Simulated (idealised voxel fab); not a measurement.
process module | voxel gate over fins
cross-section cut | 210 nm wide | cells 5 nm
A cross-section is a grid of square cells, given in bands from the top down. A band is one or more rows of cells.
Each band's line starts with the height of the band's top and of its bottom, in nm. Then come its materials from left to right, each with its width in nm. One material with "throughout" fills the band from edge to edge. "air" is empty space.
Height 0 is the level under which the wafer as received is all one material. The lowest band goes on downwards, as in "0 down".
A width such as "30 to 40" changes by the same amount from each row of cells to the next, from the band's top row to its bottom row.
"no change" after a step means that no cell of the cross-section changed.
closed voids: empty space of 8 cells or more with no open way to the top, each as width x height at its distance from the left edge, in nm
after a step's settings: what the simulator itself notes on the step
overlay nm, on a step with a mask: how far to the right of its planned place the mask lay; to the left if negative
plan
1 op RECEIVE | material Si
2 op CONFORMAL_DEP | material SiN | thk nm 10
3 op PATTERN | tone cover | mask id FINS | material resist | width nm 15 | pitch nm 45 | thk nm 15 | overlay nm -15
4 op DIRECTIONAL_ETCH | etch materials SiN | depth nm 10
5 op DIRECTIONAL_ETCH | etch materials Si | depth nm 40
6 op STRIP | etch materials resist
7 op OXIDIZE | depth nm 5
8 op FILL_DEP | material SiO2 | thk nm 5
9 op CMP | height nm 10
10 op SELECTIVE_ETCH | etch materials SiO2 | depth nm 20
11 op STRIP | etch materials SiN
12 op CONFORMAL_DEP | material HfO2 | thk nm 5
13 op CONFORMAL_DEP | material TiN | thk nm 5
14 op FILL_DEP | material W | thk nm 10
15 op CMP | height nm 15
16 op CONFORMAL_DEP | material SiCN | thk nm 10
varied across the wafers: overlay nm of step 3. The plan shows the first wafer's value. All wafers start alike
first wafer as received, after step 1
  0 down: Si throughout
  closed voids: none
each wafer at the end: cells of each material gained (+) or lost (-) since it was received, then its closed voids
overlay nm -15 | +54 HfO2 | -351 Si | +84 SiCN | +273 SiO2 | +54 TiN | +96 W | closed voids: none
overlay nm -10 | +54 HfO2 | -351 Si | +84 SiCN | +273 SiO2 | +54 TiN | +96 W | closed voids: none
overlay nm -5 | +54 HfO2 | -351 Si | +84 SiCN | +273 SiO2 | +54 TiN | +96 W | closed voids: none
overlay nm 0 | +54 HfO2 | -351 Si | +84 SiCN | +273 SiO2 | +54 TiN | +96 W | closed voids: none
overlay nm 5 | +54 HfO2 | -351 Si | +84 SiCN | +273 SiO2 | +54 TiN | +96 W | closed voids: none
overlay nm 10 | +54 HfO2 | -351 Si | +84 SiCN | +273 SiO2 | +54 TiN | +96 W | closed voids: none
overlay nm 15 | +54 HfO2 | -351 Si | +84 SiCN | +273 SiO2 | +54 TiN | +96 W | closed voids: none
